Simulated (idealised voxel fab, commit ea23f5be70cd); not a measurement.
The following process module bears the name voxel tone inversion.
Section cut is 215 nm wide and gridded with 5 nm square cells.
How to read a cross-section here: the picture is a grid of square cells, written as bands going from the top down, and any band can span one or more rows of cells. Band entry format. Leading values: height of top, height of bottom, nm. Remainder: materials in left-to-right order, each with its width in nm. Special words: "throughout" on a single material, which then fills the band edge to edge; "empty", empty space. Zero point of the height axis is 0; under it, received wafer = one material. Lowest band: continues down indefinitely, "0 -> down". Top row gets the first number, bottom row gets the second, and each row in between changes by the same step: that is how a band width like "30..40" works. "changes: none" for a step: no cell of the cross-section changed in that step. You'll see "Completely enclosed voids" listing empty spaces that have no way open to the top, as long as they're 8 cells or more; the notation is width x height at distance, where the distance is from the left edge, and all of it is in nm. That trailing text on a step's line, after the settings, is the simulator's own remark on the step. What "overlay nm" on a step's line means: if the step has a mask, that mask lay this far to the right of its planned place, or, when the value is negative, to the left.
PLANNED PROCESS STEPS
1 RECEIVE [material Si]
2 CONFORMAL_DEP [material SiN] [thk nm 5]
3 DIRECTIONAL_DEP [material polySi] [thk nm 15]
4 PATTERN [tone cover] [mask id POSTS] [material resist] [width nm 20] [pitch nm 40] [thk nm 20] [overlay nm 0]
5 DIRECTIONAL_ETCH [etch materials polySi] [depth nm 15]
6 STRIP [etch materials resist]
7 FILL_DEP [material SiO2] [thk nm 5]
8 CMP [height nm 20]
9 STRIP [etch materials polySi]
CROSS-SECTIONAL VIEW OF THE WAFER IN ITS AS-RECEIVED CONDITION, CORRESPONDING TO THE STATE AFTER STEP 1
	0 -> down  Si throughout
	Completely enclosed voids: none
THE FIRST OF TWO WAFERS, CROSS-SECTIONED AT THE END OF THE MODULE, WITH THE RUN PROCEEDING AS PLANNED
	20 -> 5  35 nm SiO2 / 20 nm empty / 20 nm SiO2 / 20 nm empty / 20 nm SiO2 / 20 nm empty / 20 nm SiO2 / 20 nm empty / 40 nm SiO2
	5 -> 0  SiN throughout
	0 -> down  Si throughout
	Completely enclosed voids: none
SO THIS IS WAFER NUMBER TWO OF THE TWO, CUT AT THE END OF THE MODULE - IT STARTED WHERE THE FIRST DID AND HAD THE SAME PLAN, WE JUST GOT ONE THING WRONG RUNNING IT
	10 -> 5  35 nm SiO2 / 20 nm empty / 20 nm SiO2 / 20 nm empty / 20 nm SiO2 / 20 nm empty / 20 nm SiO2 / 20 nm empty / 40 nm SiO2
	5 -> 0  SiN throughout
	0 -> down  Si throughout
	Completely enclosed voids: none
What was the processing mistake? step 8 changed vs plan, executed as CMP [height nm 10]
Wafer comparison, final, in cells, second relative to first, materials more or fewer: SiO2: 54 fewer
